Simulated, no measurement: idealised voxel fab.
You're looking at the process module voxel spacer lines.
Pictured: cross-section cut, 210 nm wide, on a grid of 5 nm square cells.
Cross-sections here: square-cell grids, written as top-down lists of bands, a band being one or more rows of cells. Band: top height; bottom height; in nm. Then, left to right: material with width in nm, for each material. "all across": a single material spanning edge to edge. "empty": empty space. The reference from which all heights are counted is 0, the level beneath which the as-received wafer is entirely one material; the lowest band, having no lower bound, proceeds downward and is written after the example "from 0 down". Per-row width for "30->40": begins at first number (top row of band), ends at second number (bottom row), increment between rows held constant. It should be understood that the words "all unchanged", when stated for a given step, signify that the cross-section underwent no change in any of its cells during that step. For the entry "Closed-off voids", the listed items are empty spaces with no open way to the top whose size is 8 cells or more; each item follows the pattern width x height at distance, where distance is from the left edge and all three are in nm. What comes after the settings on a step's line is commentary from the simulator itself on that step. A step line may carry the setting "overlay nm", which, for steps involving a mask, states the distance by which the mask lay to the right of its intended position; negative values denote displacement to the left.

[Here's what the planned process steps look like]
- 1: RECEIVE (material Si)
- 2: CONFORMAL_DEP (material Al2O3; thk nm 5)
- 3: DIRECTIONAL_DEP (material polySi; thk nm 20)
- 4: DIRECTIONAL_DEP (material aC; thk nm 30)
- 5: PATTERN (tone cover; mask id MANDREL; material resist; width nm 25; pitch nm 70; thk nm 40; overlay nm 0)
- 6: DIRECTIONAL_ETCH (etch materials aC; depth nm 30)
- 7: STRIP (etch materials resist)
- 8: CONFORMAL_DEP (material SiN; thk nm 10)
- 9: DIRECTIONAL_ETCH (etch materials SiN; depth nm 10)
- 10: STRIP (etch materials aC)
- 11: DIRECTIONAL_ETCH (etch materials polySi; depth nm 20)
- 12: STRIP (etch materials SiN)
- 13: FILL_DEP (material SiO2; thk nm 5)
- 14: CMP (height nm 25)

[Cross-section, incoming material, after step 1]
from 0 down | Si all across
Closed-off voids: none

[Cross-section: first of two wafers, module finished, run according to plan]
from 25 to 5 | 45 nm SiO2, 10 nm polySi, 25 nm SiO2, 10 nm polySi, 25 nm SiO2, 10 nm polySi, 25 nm SiO2, 10 nm polySi, 50 nm SiO2
from 5 to 0 | Al2O3 all across
from 0 down | Si all across
Closed-off voids: none

[Second wafer of the two, sectioned at the end of the module. It began like the first and followed the same plan, but one mistake was made while running it]
from 25 to 5 | 55 nm SiO2, 10 nm polySi, 25 nm SiO2, 10 nm polySi, 25 nm SiO2, 10 nm polySi, 25 nm SiO2, 10 nm polySi, 40 nm SiO2
from 5 to 0 | Al2O3 all across
from 0 down | Si all across
Closed-off voids: none
The plan and the run diverged here: step 5 off recipe, ran as PATTERN (tone cover; mask id MANDREL; material resist; width nm 25; pitch nm 70; thk nm 40; overlay nm 10)
Final state: per-material cell counts identical on both wafers; locations differ.
